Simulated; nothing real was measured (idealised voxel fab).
process module | voxel spacer lines
cross-section cut | 210 nm wide | cells 5 nm
A cross-section is a grid of square cells, given in bands from the top down. A band is one or more rows of cells.
Each band's line starts with the height of the band's top and of its bottom, in nm. Then come its materials from left to right, each with its width in nm. One material with "throughout" fills the band from edge to edge. "air" is empty space.
Height 0 is the level under which the wafer as received is all one material. The lowest band goes on downwards, as in "0 down".
A width such as "30 to 40" changes by the same amount from each row of cells to the next, from the band's top row to its bottom row.
"no change" after a step means that no cell of the cross-section changed.
closed voids: empty space of 8 cells or more with no open way to the top, each as width x height at its distance from the left edge, in nm
after a step's settings: what the simulator itself notes on the step
overlay nm, on a step with a mask: how far to the right of its planned place the mask lay; to the left if negative
plan
1 op RECEIVE | material Si
2 op CONFORMAL_DEP | material Al2O3 | thk nm 10
3 op DIRECTIONAL_DEP | material W | thk nm 15
4 op DIRECTIONAL_DEP | material aC | thk nm 30
5 op PATTERN | tone cover | mask id MANDREL | material resist | width nm 20 | pitch nm 70 | thk nm 35 | overlay nm 0
6 op DIRECTIONAL_ETCH | etch materials aC | depth nm 30
7 op STRIP | etch materials resist
8 op CONFORMAL_DEP | material SiO2 | thk nm 15
9 op DIRECTIONAL_ETCH | etch materials SiO2 | depth nm 15
10 op STRIP | etch materials aC
11 op DIRECTIONAL_ETCH | etch materials W | depth nm 15
12 op STRIP | etch materials SiO2
13 op FILL_DEP | material lowk | thk nm 10
14 op CMP | height nm 25
as received, after step 1
  0 down: Si throughout
  closed voids: none
first wafer at the end, as planned
  25 to 10: lowk 45 | W 15 | lowk 20 | W 15 | lowk 20 | W 15 | lowk 20 | W 15 | lowk 45
  10 to 0: Al2O3 throughout
  0 down: Si throughout
  closed voids: none
second wafer at the end: like start, like plan, one mistake
  25 to 15: Al2O3 throughout
  15 to 0: W throughout
  0 down: Si throughout
  closed voids: none
what went wrong: steps 2 and 3 were swapped
at the end the second wafer has, in cells: 90 more of W | 90 fewer of lowk
